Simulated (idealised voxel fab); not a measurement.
Proc. module: voxel quadruple lines
Xsec cut, 175 nm wide, square cell size 5 nm.
Heads up, the way a cross-section reads in here is a grid of square cells, handed over as bands from the top down, with every band being one or more rows of cells.
Heads up on the band format: heights come first, top then bottom, in nm. After that it's the materials left to right, each with its width in nm. A single material flagged "everywhere" fills the whole band edge to edge, and "blank" means there's empty space there.
Note: height 0 marks the level under which the wafer is uniformly one material as received. Lowest band unbounded below, written "0 down".
Width: "30..40" (first number = top row, second number = bottom row, same change from row to row of cells).
For the purposes of this document, the phrase "nothing got changed" attached to a step denotes that no cell within the cross-section was modified by that step.
"Closed voids list" enumerates empty spaces isolated from the top, with no open way to it, that contain at least 8 cells, giving each as width x height at distance from the left edge, all three in nm.
On a step's line, text after the settings is the simulator commenting on that step.
On any step carrying a mask, the "overlay nm" setting, if present on the step's line, tells how far right of its planned place the mask lay; negative values point to the left.
### The process steps that were planned are listed below
1 op RECEIVE | material Si
2 op CONFORMAL_DEP | material SiO2 | thk nm 5
3 op DIRECTIONAL_DEP | material W | thk nm 15
4 op DIRECTIONAL_DEP | material polySi | thk nm 15
5 op DIRECTIONAL_DEP | material aC | thk nm 20
6 op PATTERN | tone cover | mask id MANDREL | material resist | width nm 25 | thk nm 30 | overlay nm 0
7 op DIRECTIONAL_ETCH | etch materials aC | depth nm 20
8 op STRIP | etch materials resist
9 op CONFORMAL_DEP | material SiO2 | thk nm 15
10 op DIRECTIONAL_ETCH | etch materials SiO2 | depth nm 15
11 op STRIP | etch materials aC
12 op DIRECTIONAL_ETCH | etch materials polySi | depth nm 15
13 op STRIP | etch materials SiO2
14 op CONFORMAL_DEP | material SiCN | thk nm 5
15 op DIRECTIONAL_ETCH | etch materials SiCN | depth nm 5
16 op STRIP | etch materials polySi
17 op DIRECTIONAL_ETCH | etch materials W | depth nm 15
18 op STRIP | etch materials SiCN
19 op FILL_DEP | material SiO2 | thk nm 5
20 op CMP | height nm 20
### First out of two wafers; run went to plan
### as received, after step 1
    0 down | Si everywhere
    Closed voids list: none
### The wafer, seen in cross-section, after step 2
    5 to 0 | SiO2 everywhere
    Rest of section, below 0: as before.
### The wafer, seen in cross-section, after step 3
    20 to 5 | W everywhere
    Rest of section, below 5: as before.
### The wafer, seen in cross-section, after step 4
    35 to 20 | polySi everywhere
    Rest of section, below 20: as before.
### The wafer, seen in cross-section, after step 5
    55 to 35 | aC everywhere
    Rest of section, below 35: as before.
### The wafer, seen in cross-section, after step 6
    85 to 55 | blank (75); resist (25); blank (75)
    Rest of section, below 55: as before.
### The wafer, seen in cross-section, after step 7
    65 to 55 | blank (75); resist (25); blank (75)
    55 to 35 | blank (75); aC (25); blank (75)
    Rest of section, below 35: as before.
### The wafer, seen in cross-section, after step 8
    55 to 35 | blank (75); aC (25); blank (75)
    Rest of section, below 35: as before.
### The wafer, seen in cross-section, after step 9
    70 to 55 | blank (60); SiO2 (55); blank (60)
    55 to 50 | blank (60); SiO2 (15); aC (25); SiO2 (15); blank (60)
    50 to 35 | SiO2 (75); aC (25); SiO2 (75)
    Rest of section, below 35: as before.
### The wafer, seen in cross-section, after step 10
    55 to 35 | blank (60); SiO2 (15); aC (25); SiO2 (15); blank (60)
    Rest of section, below 35: as before.
### The wafer, seen in cross-section, after step 11
    55 to 35 | blank (60); SiO2 (15); blank (25); SiO2 (15); blank (60)
    Rest of section, below 35: as before.
### The wafer, seen in cross-section, after step 12
    55 to 35 | blank (60); SiO2 (15); blank (25); SiO2 (15); blank (60)
    35 to 20 | blank (60); polySi (15); blank (25); polySi (15); blank (60)
    Rest of section, below 20: as before.
### The wafer, seen in cross-section, after step 13
    35 to 20 | blank (60); polySi (15); blank (25); polySi (15); blank (60)
    Rest of section, below 20: as before.
### The wafer, seen in cross-section, after step 14
    40 to 35 | blank (55); SiCN (25); blank (15); SiCN (25); blank (55)
    35 to 25 | blank (55); SiCN (5); polySi (15); SiCN (5); blank (15); SiCN (5); polySi (15); SiCN (5); blank (55)
    25 to 20 | SiCN (60); polySi (15); SiCN (25); polySi (15); SiCN (60)
    Rest of section, below 20: as before.
### The wafer, seen in cross-section, after step 15
    35 to 20 | blank (55); SiCN (5); polySi (15); SiCN (5); blank (15); SiCN (5); polySi (15); SiCN (5); blank (55)
    Rest of section, below 20: as before.
### The wafer, seen in cross-section, after step 16
    35 to 20 | blank (55); SiCN (5); blank (15); SiCN (5); blank (15); SiCN (5); blank (15); SiCN (5); blank (55)
    Rest of section, below 20: as before.
### The wafer, seen in cross-section, after step 17
    35 to 20 | blank (55); SiCN (5); blank (15); SiCN (5); blank (15); SiCN (5); blank (15); SiCN (5); blank (55)
    20 to 5 | blank (55); W (5); blank (15); W (5); blank (15); W (5); blank (15); W (5); blank (55)
    Rest of section, below 5: as before.
### The wafer, seen in cross-section, after step 18
    20 to 5 | blank (55); W (5); blank (15); W (5); blank (15); W (5); blank (15); W (5); blank (55)
    Rest of section, below 5: as before.
### The wafer, seen in cross-section, after step 19
    25 to 20 | SiO2 everywhere
    20 to 5 | SiO2 (55); W (5); SiO2 (15); W (5); SiO2 (15); W (5); SiO2 (15); W (5); SiO2 (55)
    Rest of section, below 5: as before.
### The wafer, seen in cross-section, after step 20
    20 to 5 | SiO2 (55); W (5); SiO2 (15); W (5); SiO2 (15); W (5); SiO2 (15); W (5); SiO2 (55)
    Rest of section, below 5: as before.
### Second wafer: same start and same plan as the first, one execution error; identical to the first through step 1
Cross-section: second wafer, time at which step 2 was scheduled to end: nothing got changed
### Cross-section: second wafer, time at which step 3 was scheduled to end
    15 to 0 | W everywhere
    Rest of section, below 0: as before.
### Cross-section: second wafer, time at which step 4 was scheduled to end
    30 to 15 | polySi everywhere
    Rest of section, below 15: as before.
### Cross-section: second wafer, time at which step 5 was scheduled to end
    50 to 30 | aC everywhere
    Rest of section, below 30: as before.
### Cross-section: second wafer, time at which step 6 was scheduled to end
    80 to 50 | blank (75); resist (25); blank (75)
    Rest of section, below 50: as before.
### Cross-section: second wafer, time at which step 7 was scheduled to end
    60 to 50 | blank (75); resist (25); blank (75)
    50 to 30 | blank (75); aC (25); blank (75)
    Rest of section, below 30: as before.
### Cross-section: second wafer, time at which step 8 was scheduled to end
    50 to 30 | blank (75); aC (25); blank (75)
    Rest of section, below 30: as before.
### Cross-section: second wafer, time at which step 9 was scheduled to end
    65 to 50 | blank (60); SiO2 (55); blank (60)
    50 to 45 | blank (60); SiO2 (15); aC (25); SiO2 (15); blank (60)
    45 to 30 | SiO2 (75); aC (25); SiO2 (75)
    Rest of section, below 30: as before.
### Cross-section: second wafer, time at which step 10 was scheduled to end
    50 to 30 | blank (60); SiO2 (15); aC (25); SiO2 (15); blank (60)
    Rest of section, below 30: as before.
### Cross-section: second wafer, time at which step 11 was scheduled to end
    50 to 30 | blank (60); SiO2 (15); blank (25); SiO2 (15); blank (60)
    Rest of section, below 30: as before.
### Cross-section: second wafer, time at which step 12 was scheduled to end
    50 to 30 | blank (60); SiO2 (15); blank (25); SiO2 (15); blank (60)
    30 to 15 | blank (60); polySi (15); blank (25); polySi (15); blank (60)
    Rest of section, below 15: as before.
### Cross-section: second wafer, time at which step 13 was scheduled to end
    30 to 15 | blank (60); polySi (15); blank (25); polySi (15); blank (60)
    Rest of section, below 15: as before.
### Cross-section: second wafer, time at which step 14 was scheduled to end
    35 to 30 | blank (55); SiCN (25); blank (15); SiCN (25); blank (55)
    30 to 20 | blank (55); SiCN (5); polySi (15); SiCN (5); blank (15); SiCN (5); polySi (15); SiCN (5); blank (55)
    20 to 15 | SiCN (60); polySi (15); SiCN (25); polySi (15); SiCN (60)
    Rest of section, below 15: as before.
### Cross-section: second wafer, time at which step 15 was scheduled to end
    30 to 15 | blank (55); SiCN (5); polySi (15); SiCN (5); blank (15); SiCN (5); polySi (15); SiCN (5); blank (55)
    Rest of section, below 15: as before.
### Cross-section: second wafer, time at which step 16 was scheduled to end
    30 to 15 | blank (55); SiCN (5); blank (15); SiCN (5); blank (15); SiCN (5); blank (15); SiCN (5); blank (55)
    Rest of section, below 15: as before.
### Cross-section: second wafer, time at which step 17 was scheduled to end
    30 to 15 | blank (55); SiCN (5); blank (15); SiCN (5); blank (15); SiCN (5); blank (15); SiCN (5); blank (55)
    15 to 0 | blank (55); W (5); blank (15); W (5); blank (15); W (5); blank (15); W (5); blank (55)
    Rest of section, below 0: as before.
### Cross-section: second wafer, time at which step 18 was scheduled to end
    15 to 0 | blank (55); W (5); blank (15); W (5); blank (15); W (5); blank (15); W (5); blank (55)
    Rest of section, below 0: as before.
### Cross-section: second wafer, time at which step 19 was scheduled to end
    20 to 15 | SiO2 everywhere
    15 to 0 | SiO2 (55); W (5); SiO2 (15); W (5); SiO2 (15); W (5); SiO2 (15); W (5); SiO2 (55)
    Rest of section, below 0: as before.
Cross-section: second wafer, time at which step 20 was scheduled to end: nothing got changed
Short version of what went wrong: execution of step 2 of the plan did not take place, the step having been omitted
So at the finish, the second wafer's got exactly as many cells of each material as the first, just not in the same spots.
